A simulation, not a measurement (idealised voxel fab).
The process module that follows is named voxel self aligned contacts.
Section cut is 270 nm wide and gridded with 5 nm square cells.
Bands, listed from the top down, are how a cross-section gets written in this document; the cross-section itself is a grid of square cells, and a band is one or more rows of them. This entry defines a band. It first specifies the height of the band's top and the height of its bottom in nm, and then specifies the band's materials from left to right, stating each material with its width in nm. The word "throughout" identifies a single material that fills the band from edge to edge, while the word "empty" identifies empty space. Basically, 0 is our baseline, since under it the wafer straight out of the box is all one material. The bottom band has no lower end and keeps on going down, so it looks like "0 and below". Top row gets the first number, bottom row gets the second, and each row in between changes by the same step: that is how a band width like "30 to 40" works. Step marked "identical to before"? Then no cell in the cross-section changed in it. If an empty space has no open way to the top and is at least 8 cells in size, "Voids, sealed" lists it, written width x height at distance, where distance is measured from the left edge and every value is in nm. If you see something after the settings on a step's line, that's the simulator's own remark about that step. overlay nm: right-of-plan distance of the mask on a masked step; negative values mean left-of-plan.
### Process steps (planned)
1: RECEIVE with material Si
2: OXIDIZE with depth nm 5
3: DIRECTIONAL_DEP with material polySi, thk nm 25
4: DIRECTIONAL_DEP with material SiN, thk nm 25
5: DIRECTIONAL_DEP with material aC, thk nm 15
6: PATTERN with tone cover, mask id GATE, material resist, width nm 35, pitch nm 80, thk nm 30, overlay nm 0
7: DIRECTIONAL_ETCH with etch materials aC, depth nm 15
8: STRIP with etch materials resist
9: DIRECTIONAL_ETCH with etch materials SiN, depth nm 25
10: DIRECTIONAL_ETCH with etch materials polySi, depth nm 25
11: STRIP with etch materials aC
12: CONFORMAL_DEP with material SiN, thk nm 10
13: DIRECTIONAL_ETCH with etch materials SiN, depth nm 10
14: FILL_DEP with material SiO2, thk nm 15
15: CMP with height nm 60
16: DIRECTIONAL_DEP with material aC, thk nm 10
17: PATTERN with tone open, mask id CONTACT, material resist, width nm 55, thk nm 25, overlay nm 0
18: DIRECTIONAL_ETCH with etch materials aC, depth nm 10
19: STRIP with etch materials resist
20: DIRECTIONAL_ETCH with etch materials SiO2, depth nm 65
21: STRIP with etch materials aC
22: CONFORMAL_DEP with material TiN, thk nm 5
23: FILL_DEP with material Ru, thk nm 10
24: CMP with height nm 60
25: CONFORMAL_DEP with material SiN, thk nm 5
Wafers differ in width nm at step 17; plan lists the first wafer's value; identical starting state.
### First of several wafers, received after step 1, in cross-section
    0 and below  Si throughout
    Voids, sealed: none
### each wafer at the end: cells of each material gained (+) or lost (-) since it was received, then its closed voids
width nm 55; +42 Ru; -54 Si; +204 SiN; +405 SiO2; +35 TiN; +70 polySi; Voids, sealed: none
width nm 60; +43 Ru; -54 Si; +204 SiN; +403 SiO2; +36 TiN; +70 polySi; Voids, sealed: none
width nm 65; +44 Ru; -54 Si; +204 SiN; +401 SiO2; +37 TiN; +70 polySi; Voids, sealed: none
width nm 70; +45 Ru; -54 Si; +204 SiN; +399 SiO2; +38 TiN; +70 polySi; Voids, sealed: none
width nm 75; +46 Ru; -54 Si; +204 SiN; +397 SiO2; +39 TiN; +70 polySi; Voids, sealed: none
width nm 80; +47 Ru; -54 Si; +204 SiN; +395 SiO2; +40 TiN; +70 polySi; Voids, sealed: none
